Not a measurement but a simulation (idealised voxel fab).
process module | voxel trench capacitor
cross-section cut | 240 nm wide | cells 5 nm
A cross-section is a grid of square cells, given in bands from the top down. A band is one or more rows of cells.
Each band's line starts with the height of the band's top and of its bottom, in nm. Then come its materials from left to right, each with its width in nm. One material with "throughout" fills the band from edge to edge. "air" is empty space.
Height 0 is the level under which the wafer as received is all one material. The lowest band goes on downwards, as in "0 down".
A width such as "30 to 40" changes by the same amount from each row of cells to the next, from the band's top row to its bottom row.
"no change" after a step means that no cell of the cross-section changed.
closed voids: empty space of 8 cells or more with no open way to the top, each as width x height at its distance from the left edge, in nm
after a step's settings: what the simulator itself notes on the step
overlay nm, on a step with a mask: how far to the right of its planned place the mask lay; to the left if negative
plan
1 op RECEIVE | material Si
2 op CONFORMAL_DEP | material SiN | thk nm 10
3 op MASKED_ETCH | tone open | mask id TRENCH | width nm 25 | pitch nm 40 | etch materials SiN | depth nm 10 | overlay nm -15
4 op MASKED_ETCH | tone open | mask id TRENCH | width nm 25 | pitch nm 40 | etch materials Si | depth nm 40 | overlay nm 0
5 op CONFORMAL_DEP | material Al2O3 | thk nm 5
6 op FILL_DEP | material polySi | thk nm 10
7 op CMP | height nm 10
varied across the wafers: overlay nm of step 3. The plan shows the first wafer's value. All wafers start alike
first wafer as received, after step 1
  0 down: Si throughout
  closed voids: none
each wafer at the end: cells of each material gained (+) or lost (-) since it was received, then its closed voids
overlay nm -15 | +92 Al2O3 | -64 Si | +56 SiN | +12 polySi | closed voids: none
overlay nm -10 | +92 Al2O3 | -96 Si | +56 SiN | +44 polySi | closed voids: none
overlay nm -5 | +92 Al2O3 | -128 Si | +56 SiN | +76 polySi | closed voids: none
overlay nm 0 | +92 Al2O3 | -160 Si | +56 SiN | +108 polySi | closed voids: none
overlay nm 5 | +92 Al2O3 | -128 Si | +56 SiN | +76 polySi | closed voids: none
overlay nm 10 | +92 Al2O3 | -96 Si | +56 SiN | +44 polySi | closed voids: none
overlay nm 15 | +92 Al2O3 | -64 Si | +56 SiN | +12 polySi | closed voids: none
